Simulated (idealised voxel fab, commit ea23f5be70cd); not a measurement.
Process module name: voxel gate over fins
The cross-section on display is named cut; it measures 180 nm wide, and its cells are 5 nm squares.
Cross-section spec: square-cell grid; bands listed top down; each band is one or more rows.
Each band's line starts with the height of the band's top and of its bottom, in nm. Then come its materials from left to right, each with its width in nm. One material with "edge to edge" fills the band from edge to edge. "empty" is empty space.
Beneath 0, the wafer as received is one material, and that level is where height counting begins. The lowest band goes on downward without a bottom; it is written like "z 0 and below".
So if you see something like "30 to 40" for the width, read it as the top row of the band sitting at the first number and the bottom row at the second, with every row in between moving by the same amount as the last.
Given "all unchanged" for a step, no cell of the cross-section differs between before and after that step.
Look at "Closed-off voids" for the closed voids: empty spaces with no open path to the top, sized 8 cells or up. Each is width x height at distance, distance from the left edge, all nm.
It should be noted that, on the line of a given step, the content following the step's settings is a remark produced by the simulator itself with respect to that step.
Steps that use a mask can have "overlay nm" on their line. It says how far the mask sat to the right of where it was meant to be. Negative means to the left.

**Here's what the planned process steps look like**
step 1: RECEIVE,material Si
step 2: CONFORMAL_DEP,material SiN,thk nm 10
step 3: DIRECTIONAL_DEP,material aC,thk nm 10
step 4: PATTERN,tone cover,mask id FINS,material resist,width nm 15,pitch nm 40,thk nm 25,overlay nm 0
step 5: DIRECTIONAL_ETCH,etch materials aC,depth nm 10
step 6: STRIP,etch materials resist
step 7: DIRECTIONAL_ETCH,etch materials SiN,depth nm 10
step 8: DIRECTIONAL_ETCH,etch materials Si,depth nm 30
step 9: STRIP,etch materials aC
step 10: OXIDIZE,depth nm 5
step 11: FILL_DEP,material SiO2,thk nm 15
step 12: CMP,height nm 10
step 13: SELECTIVE_ETCH,etch materials SiO2,depth nm 25
step 14: STRIP,etch materials SiN
step 15: CONFORMAL_DEP,material HfO2,thk nm 5
step 16: CONFORMAL_DEP,material TiN,thk nm 5
step 17: FILL_DEP,material W,thk nm 10
step 18: CMP,height nm 15
step 19: CONFORMAL_DEP,material SiCN,thk nm 10

**This is the cross-section of the wafer as we received it, i.e. after step 1**
* z 0 and below = Si edge to edge
* Closed-off voids: none

**End-of-module XS, first of two wafers, run as planned**
* z 25 to 15 = SiCN edge to edge
* z 15 to 10 = W edge to edge
* z 10 to 5 = 15 of W, then 25 of TiN, then 15 of W, then 25 of TiN, then 15 of W, then 25 of TiN, then 15 of W, then 25 of TiN, then 20 of W
* z 5 to 0 = 15 of W, then 5 of TiN, then 15 of HfO2, then 5 of TiN, then 15 of W, then 5 of TiN, then 15 of HfO2, then 5 of TiN, then 15 of W, then 5 of TiN, then 15 of HfO2, then 5 of TiN, then 15 of W, then 5 of TiN, then 15 of HfO2, then 5 of TiN, then 20 of W
* z 0 to -5 = 15 of W, then 5 of TiN, then 5 of HfO2, then 5 of Si, then 5 of HfO2, then 5 of TiN, then 15 of W, then 5 of TiN, then 5 of HfO2, then 5 of Si, then 5 of HfO2, then 5 of TiN, then 15 of W, then 5 of TiN, then 5 of HfO2, then 5 of Si, then 5 of HfO2, then 5 of TiN, then 15 of W, then 5 of TiN, then 5 of HfO2, then 5 of Si, then 5 of HfO2, then 5 of TiN, then 20 of W
* z -5 to -10 = 20 of TiN, then 5 of HfO2, then 5 of Si, then 5 of HfO2, then 25 of TiN, then 5 of HfO2, then 5 of Si, then 5 of HfO2, then 25 of TiN, then 5 of HfO2, then 5 of Si, then 5 of HfO2, then 25 of TiN, then 5 of HfO2, then 5 of Si, then 5 of HfO2, then 25 of TiN
* z -10 to -15 = 25 of HfO2, then 5 of Si, then 35 of HfO2, then 5 of Si, then 35 of HfO2, then 5 of Si, then 35 of HfO2, then 5 of Si, then 30 of HfO2
* z -15 to -35 = 25 of SiO2, then 5 of Si, then 35 of SiO2, then 5 of Si, then 35 of SiO2, then 5 of Si, then 35 of SiO2, then 5 of Si, then 30 of SiO2
* z -35 and below = Si edge to edge
* Closed-off voids: none

**Cross-sectional view: second of two wafers, end of module; start and plan identical to the first, one mistake in running**
* z 25 to 15 = SiCN edge to edge
* z 15 to 10 = W edge to edge
* z 10 to 5 = 25 of W, then 25 of TiN, then 15 of W, then 25 of TiN, then 15 of W, then 25 of TiN, then 15 of W, then 25 of TiN, then 10 of W
* z 5 to 0 = 25 of W, then 5 of TiN, then 15 of HfO2, then 5 of TiN, then 15 of W, then 5 of TiN, then 15 of HfO2, then 5 of TiN, then 15 of W, then 5 of TiN, then 15 of HfO2, then 5 of TiN, then 15 of W, then 5 of TiN, then 15 of HfO2, then 5 of TiN, then 10 of W
* z 0 to -5 = 25 of W, then 5 of TiN, then 5 of HfO2, then 5 of Si, then 5 of HfO2, then 5 of TiN, then 15 of W, then 5 of TiN, then 5 of HfO2, then 5 of Si, then 5 of HfO2, then 5 of TiN, then 15 of W, then 5 of TiN, then 5 of HfO2, then 5 of Si, then 5 of HfO2, then 5 of TiN, then 15 of W, then 5 of TiN, then 5 of HfO2, then 5 of Si, then 5 of HfO2, then 5 of TiN, then 10 of W
* z -5 to -10 = 30 of TiN, then 5 of HfO2, then 5 of Si, then 5 of HfO2, then 25 of TiN, then 5 of HfO2, then 5 of Si, then 5 of HfO2, then 25 of TiN, then 5 of HfO2, then 5 of Si, then 5 of HfO2, then 25 of TiN, then 5 of HfO2, then 5 of Si, then 5 of HfO2, then 15 of TiN
* z -10 to -15 = 35 of HfO2, then 5 of Si, then 35 of HfO2, then 5 of Si, then 35 of HfO2, then 5 of Si, then 35 of HfO2, then 5 of Si, then 20 of HfO2
* z -15 to -35 = 35 of SiO2, then 5 of Si, then 35 of SiO2, then 5 of Si, then 35 of SiO2, then 5 of Si, then 35 of SiO2, then 5 of Si, then 20 of SiO2
* z -35 and below = Si edge to edge
* Closed-off voids: none
It is concluded that the wafer was processed incorrectly with respect to the plan, in that step 4 was not run as planned; what actually ran was PATTERN,tone cover,mask id FINS,material resist,width nm 15,pitch nm 40,thk nm 25,overlay nm 10
Heads up: at the end the two wafers have identical cell counts per material, they're just laid out differently.
